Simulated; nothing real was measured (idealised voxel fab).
Documented hereafter: the process module known as voxel capacitor over wiring.
Shown is cross-section cut, with a width of 300 nm and square cells of size 5 nm.
Cross-section layout: square cells on a grid; listed as bands, top to bottom; a band spans one or more cell rows.
This entry defines a band. It first specifies the height of the band's top and the height of its bottom in nm, and then specifies the band's materials from left to right, stating each material with its width in nm. The word "edge to edge" identifies a single material that fills the band from edge to edge, while the word "blank" identifies empty space.
Heights are measured from 0, the level below which the as-received wafer is all one material; the lowest band has no bottom and continues downward, written as in "0 down".
Graded width ("30..40"): value in top row of band = first number; value in bottom row = second number; row-to-row change constant.
"nothing was modified" for a step: no cell of the cross-section changed in that step.
The label "Voids, enclosed" introduces a list of the empty spaces, 8 cells or larger, that have no open way up to the top; each entry in it reads width x height at distance, where the distance is taken from the left edge and all three are stated in nm.
Note: text after step settings on the step line = simulator remark on that step.
overlay nm: right-of-plan distance of the mask on a masked step; negative values mean left-of-plan.

-- The planned process steps are enumerated hereunder
step 1: op RECEIVE | material Si
step 2: op CONFORMAL_DEP | material SiO2 | thk nm 15
step 3: op DIRECTIONAL_DEP | material TiN | thk nm 5
step 4: op DIRECTIONAL_DEP | material W | thk nm 20
step 5: op PATTERN | tone cover | mask id METAL_1 | material resist | width nm 25 | pitch nm 75 | thk nm 20 | overlay nm 0
step 6: op DIRECTIONAL_ETCH | etch materials W | depth nm 20
step 7: op DIRECTIONAL_ETCH | etch materials TiN | depth nm 5
step 8: op STRIP | etch materials resist
step 9: op CONFORMAL_DEP | material SiN | thk nm 5
step 10: op FILL_DEP | material lowk | thk nm 10
step 11: op CMP | height nm 40
step 12: op CONFORMAL_DEP | material SiCN | thk nm 5
step 13: op DIRECTIONAL_DEP | material SiO2 | thk nm 20
step 14: op MASKED_ETCH | tone open | mask id PLUG_1 | width nm 15 | etch materials SiO2 | depth nm 20 | overlay nm 0
step 15: op MASKED_ETCH | tone open | mask id PLUG_1 | width nm 15 | etch materials SiCN | depth nm 5 | overlay nm 0
step 16: op EPI | material Ru | thk nm 10
step 17: op EPI | material Ru | thk nm 10
step 18: op EPI | material Ru | thk nm 5
step 19: op DIRECTIONAL_DEP | material TiN | thk nm 10
step 20: op DIRECTIONAL_DEP | material HfO2 | thk nm 5
step 21: op DIRECTIONAL_DEP | material TiN | thk nm 10
step 22: op MASKED_ETCH | tone cover | mask id UPPER_PLATE | width nm 55 | etch materials TiN | depth nm 10 | overlay nm 0
step 23: op MASKED_ETCH | tone cover | mask id UPPER_PLATE | width nm 55 | etch materials HfO2 | depth nm 5 | overlay nm 0
step 24: op DIRECTIONAL_DEP | material aC | thk nm 15
step 25: op PATTERN | tone cover | mask id LOWER_PLATE | material resist | width nm 65 | thk nm 35 | overlay nm 0
step 26: op DIRECTIONAL_ETCH | etch materials aC | depth nm 15
step 27: op STRIP | etch materials resist
step 28: op DIRECTIONAL_ETCH | etch materials TiN | depth nm 10
step 29: op STRIP | etch materials aC
step 30: op FILL_DEP | material SiO2 | thk nm 20
step 31: op CMP | height nm 105
step 32: op DIRECTIONAL_DEP | material aC | thk nm 10
step 33: op PATTERN | tone open | mask id PLUG_2 | material resist | width nm 15 | thk nm 25 | overlay nm 0
step 34: op DIRECTIONAL_ETCH | etch materials aC | depth nm 10
step 35: op STRIP | etch materials resist
step 36: op DIRECTIONAL_ETCH | etch materials SiO2 | depth nm 15
step 37: op STRIP | etch materials aC
step 38: op CONFORMAL_DEP | material TiN | thk nm 5
step 39: op FILL_DEP | material W | thk nm 5
step 40: op CMP | height nm 105
step 41: op CONFORMAL_DEP | material SiCN | thk nm 5

-- Incoming wafer, cross-sectional view, post step 1
> 0 down = Si edge to edge
> Voids, enclosed: none

-- Figure: cross-sectional view of the wafer upon completion of the module, processed from the initial state and according to the plan depicted above, with one error introduced during execution
> 110 to 105 = SiCN edge to edge
> 105 to 95 = SiO2: 120 / TiN: 5 / W: 5 / TiN: 5 / SiO2: 165
> 95 to 90 = SiO2: 120 / TiN: 15 / SiO2: 165
> 90 to 80 = SiO2: 125 / TiN: 40 / SiO2: 135
> 80 to 75 = SiO2: 125 / HfO2: 40 / SiO2: 135
> 75 to 65 = SiO2: 105 / TiN: 5 / SiO2: 15 / TiN: 45 / SiO2: 130
> 65 to 55 = SiO2: 110 / TiN: 15 / SiO2: 175
> 55 to 50 = SiO2: 110 / HfO2: 15 / SiO2: 175
> 50 to 45 = SiO2: 110 / TiN: 15 / SiO2: 175
> 45 to 40 = SiCN: 110 / TiN: 15 / SiCN: 175
> 40 to 20 = W: 100 / SiN: 5 / lowk: 15 / SiN: 5 / W: 50 / SiN: 5 / lowk: 15 / SiN: 5 / W: 100
> 20 to 15 = TiN: 100 / SiN: 25 / TiN: 50 / SiN: 25 / TiN: 100
> 15 to 0 = SiO2 edge to edge
> 0 down = Si edge to edge
> Voids, enclosed: none
Error vs. plan: heads up, step 5 didn't go per plan, it actually ran as op PATTERN | tone open | mask id METAL_1 | material resist | width nm 25 | pitch nm 75 | thk nm 20 | overlay nm 0
